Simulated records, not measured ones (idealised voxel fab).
A process module follows: voxel fin reveal.
In the cross-section labelled cut, the width is 270 nm and each square cell is 5 nm.
Think of the cross-section as a grid of square cells. We describe it in bands, top to bottom, and each band covers one or more rows of those cells.
This entry defines a band. It first specifies the height of the band's top and the height of its bottom in nm, and then specifies the band's materials from left to right, stating each material with its width in nm. The word "all across" identifies a single material that fills the band from edge to edge, while the word "blank" identifies empty space.
The reference from which all heights are counted is 0, the level beneath which the as-received wafer is entirely one material; the lowest band, having no lower bound, proceeds downward and is written after the example "0 down".
A two-number width, for instance "30 to 40", indicates that the width is equal to the first number in the top row of the band and to the second number in the bottom row, and that it changes by a constant amount per row of cells.
Reading "nothing different" for a step: not a cell of the cross-section changed in it.
Empty spaces counting at least 8 cells and having no open way to the top are listed in "Unvented voids". The notation width x height at distance is used for each, the distance being from the left edge and all three values in nm.
The remark found on a step's line after its settings is issued by the simulator itself and pertains to that step.
overlay nm, on a step with a mask: how far to the right of its planned place the mask lay; to the left if negative

### Here's what the planned process steps look like
- 1: RECEIVE,material Si
- 2: CONFORMAL_DEP,material SiN,thk nm 10
- 3: PATTERN,tone cover,mask id FINS,material resist,width nm 15,pitch nm 45,thk nm 20,overlay nm 0
- 4: DIRECTIONAL_ETCH,etch materials SiN,depth nm 10
- 5: DIRECTIONAL_ETCH,etch materials Si,depth nm 40
- 6: STRIP,etch materials resist
- 7: OXIDIZE,depth nm 5
- 8: FILL_DEP,material SiO2,thk nm 15
- 9: CMP,height nm 10
- 10: SELECTIVE_ETCH,etch materials SiO2,depth nm 40
- 11: STRIP,etch materials SiN
- 12: CONFORMAL_DEP,material SiO2,thk nm 5

### As-received state of the wafer in cross-section, equivalent to post-step 1
0 down  Si all across
Unvented voids: none

### First of two wafers at the end of the module, shown in cross-section; run carried out as planned
5 to 0  blank=105 / SiO2=15 / blank=30 / SiO2=15 / blank=105
0 to -25  blank=105 / SiO2=5 / Si=5 / SiO2=5 / blank=30 / SiO2=5 / Si=5 / SiO2=5 / blank=105
-25 to -45  SiO2=110 / Si=5 / SiO2=40 / Si=5 / SiO2=110
-45 down  Si all across
Unvented voids: none

### This cross-section belongs to the second wafer of two at the end of the module; the start and the plan were shared with the first, and the run included one mistake
5 to 0  blank=105 / SiO2=15 / blank=30 / SiO2=15 / blank=105
0 to -25  blank=105 / SiO2=5 / Si=5 / SiO2=5 / blank=30 / SiO2=5 / Si=5 / SiO2=5 / blank=105
-25 to -40  SiO2=110 / Si=5 / SiO2=40 / Si=5 / SiO2=110
-40 down  Si all across
Unvented voids: none
Diagnosis: step 5 was run on a setting that differed from the plan, and what really ran there is DIRECTIONAL_ETCH,etch materials Si,depth nm 35
It is noted that, at the conclusion of processing, the second wafer exhibits a higher or lower cell count for certain materials relative to the first: Si: 52 more; SiO2: 52 fewer
